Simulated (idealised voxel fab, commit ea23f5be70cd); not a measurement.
process module | voxel fin reveal
cross-section cut | 295 nm wide | cells 5 nm
A cross-section is a grid of square cells, given in bands from the top down. A band is one or more rows of cells.
Each band's line starts with the height of the band's top and of its bottom, in nm. Then come its materials from left to right, each with its width in nm. One material with "throughout" fills the band from edge to edge. "air" is empty space.
Height 0 is the level under which the wafer as received is all one material. The lowest band goes on downwards, as in "0 down".
A width such as "30 to 40" changes by the same amount from each row of cells to the next, from the band's top row to its bottom row.
"no change" after a step means that no cell of the cross-section changed.
closed voids: empty space of 8 cells or more with no open way to the top, each as width x height at its distance from the left edge, in nm
after a step's settings: what the simulator itself notes on the step
overlay nm, on a step with a mask: how far to the right of its planned place the mask lay; to the left if negative
plan
1 op RECEIVE | material Si
2 op CONFORMAL_DEP | material SiN | thk nm 10
3 op MASKED_ETCH | tone cover | mask id FINS | width nm 15 | pitch nm 40 | etch materials SiN | depth nm 10 | overlay nm 0
4 op MASKED_ETCH | tone cover | mask id FINS | width nm 15 | pitch nm 40 | etch materials Si | depth nm 30 | overlay nm 0
5 op FILL_DEP | material SiO2 | thk nm 5
6 op CMP | height nm 10
7 op SELECTIVE_ETCH | etch materials SiO2 | depth nm 30
8 op STRIP | etch materials SiN
9 op CONFORMAL_DEP | material HfO2 | thk nm 5
first wafer, as planned
as received, after step 1
  0 down: Si throughout
  closed voids: none
after step 2
  10 to 0: SiN throughout
  below 0: unchanged
after step 3
  10 to 0: air 100 | SiN 15 | air 25 | SiN 15 | air 25 | SiN 15 | air 100
  below 0: unchanged
after step 4
  10 to 0: air 100 | SiN 15 | air 25 | SiN 15 | air 25 | SiN 15 | air 100
  0 to -30: air 100 | Si 15 | air 25 | Si 15 | air 25 | Si 15 | air 100
  below -30: unchanged
after step 5
  15 to 10: SiO2 throughout
  10 to 0: SiO2 100 | SiN 15 | SiO2 25 | SiN 15 | SiO2 25 | SiN 15 | SiO2 100
  0 to -30: SiO2 100 | Si 15 | SiO2 25 | Si 15 | SiO2 25 | Si 15 | SiO2 100
  below -30: unchanged
after step 6
  10 to 0: SiO2 100 | SiN 15 | SiO2 25 | SiN 15 | SiO2 25 | SiN 15 | SiO2 100
  below 0: unchanged
after step 7
  10 to 0: air 100 | SiN 15 | air 25 | SiN 15 | air 25 | SiN 15 | air 100
  0 to -20: air 100 | Si 15 | air 25 | Si 15 | air 25 | Si 15 | air 100
  below -20: unchanged
after step 8
  0 to -20: air 100 | Si 15 | air 25 | Si 15 | air 25 | Si 15 | air 100
  below -20: unchanged
after step 9
  5 to 0: air 95 | HfO2 25 | air 15 | HfO2 25 | air 15 | HfO2 25 | air 95
  0 to -15: air 95 | HfO2 5 | Si 15 | HfO2 5 | air 15 | HfO2 5 | Si 15 | HfO2 5 | air 15 | HfO2 5 | Si 15 | HfO2 5 | air 95
  -15 to -20: HfO2 100 | Si 15 | HfO2 25 | Si 15 | HfO2 25 | Si 15 | HfO2 100
  below -20: unchanged
second wafer: like start, like plan, one mistake. Through step 6 it matches the first wafer
when step 7 should have ended
  10 to 0: SiO2 100 | air 15 | SiO2 25 | air 15 | SiO2 25 | air 15 | SiO2 100
  below 0: unchanged
when step 8 should have ended
  0 to -20: air 100 | Si 15 | air 25 | Si 15 | air 25 | Si 15 | air 100
  -20 to -30: SiO2 70 | air 30 | Si 15 | air 25 | Si 15 | air 25 | Si 15 | air 30 | SiO2 70
  below -30: unchanged
when step 9 should have ended
  5 to 0: air 95 | HfO2 25 | air 15 | HfO2 25 | air 15 | HfO2 25 | air 95
  0 to -15: air 95 | HfO2 5 | Si 15 | HfO2 5 | air 15 | HfO2 5 | Si 15 | HfO2 5 | air 15 | HfO2 5 | Si 15 | HfO2 5 | air 95
  -15 to -20: HfO2 75 | air 20 | HfO2 5 | Si 15 | HfO2 5 | air 15 | HfO2 5 | Si 15 | HfO2 5 | air 15 | HfO2 5 | Si 15 | HfO2 5 | air 20 | HfO2 75
  -20 to -25: SiO2 70 | HfO2 5 | air 20 | HfO2 5 | Si 15 | HfO2 5 | air 15 | HfO2 5 | Si 15 | HfO2 5 | air 15 | HfO2 5 | Si 15 | HfO2 5 | air 20 | HfO2 5 | SiO2 70
  -25 to -30: SiO2 70 | HfO2 30 | Si 15 | HfO2 25 | Si 15 | HfO2 25 | Si 15 | HfO2 30 | SiO2 70
  below -30: unchanged
what went wrong: steps 7 and 8 were swapped
at the end the second wafer has, in cells: 16 more of HfO2 | 44 fewer of SiO2
